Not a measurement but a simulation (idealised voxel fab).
Presented below is a process module, voxel double patterning.
The cross-section on display is named cut; it measures 230 nm wide, and its cells are 5 nm squares.
Heads up, the way a cross-section reads in here is a grid of square cells, handed over as bands from the top down, with every band being one or more rows of cells. Within each band entry, the heights of the top and of the bottom of the band appear first, in that order and in nm; the materials of the band then follow from left to right, each with its corresponding width in nm. The designation "edge to edge" on a single material indicates that it fills the band from edge to edge; the designation "empty" indicates empty space. Heads up on the height convention: 0 is the point under which the incoming wafer is all one material, and the lowest band has no bottom, it just keeps going down, like "0..down". A width such as "30 to 40" changes by the same amount from each row of cells to the next, from the band's top row to its bottom row. Where a step carries "remained the same", the cross-section came out of it unchanged, cell for cell. Each empty space that has no open way to the top and spans at least 8 cells appears under "Enclosed cavity list" as width x height at distance, the distance counted from the left edge, all in nm. Whatever follows a step's settings on its line is a remark the simulator itself makes about that step. "overlay nm" answers the question of how far to the right of plan the mask lay on a step that has a mask, and when it is negative the answer is to the left.

So here's the lineup of process steps we planned:
1. RECEIVE | material Si
2. CONFORMAL_DEP | material SiO2 | thk nm 5
3. DIRECTIONAL_DEP | material TiN | thk nm 10
4. DIRECTIONAL_DEP | material SiN | thk nm 5
5. MASKED_ETCH | tone open | mask id FIRST | width nm 15 | pitch nm 50 | etch materials SiN | depth nm 5 | overlay nm 0
6. MASKED_ETCH | tone open | mask id SECOND | width nm 15 | etch materials SiN | depth nm 5 | overlay nm 0
7. DIRECTIONAL_ETCH | etch materials TiN | depth nm 10
8. STRIP | etch materials SiN

Cross-section: wafer on arrival = after step 1:
	0..down = Si edge to edge
	Enclosed cavity list: none

First wafer of two, sectioned at end of module; run went per plan:
	15..5 = TiN 80; empty 15; TiN 10; empty 15; TiN 10; empty 15; TiN 85
	5..0 = SiO2 edge to edge
	0..down = Si edge to edge
	Enclosed cavity list: none

Presented here is a cross-section of the second of the two wafers as it stood at the end of the module. It was started in the same manner and assigned the same plan as the first wafer; however, one mistake was made in its execution:
	20..10 = TiN 80; empty 15; TiN 10; empty 15; TiN 10; empty 15; TiN 85
	10..5 = TiN edge to edge
	5..0 = SiO2 edge to edge
	0..down = Si edge to edge
	Enclosed cavity list: none
It is concluded that the wafer was processed incorrectly with respect to the plan, in that heads up, step 3 didn't go per plan, it actually ran as DIRECTIONAL_DEP | material TiN | thk nm 15
Counted in cells at the end, the second wafer holds more or fewer of these materials than the first: TiN +46
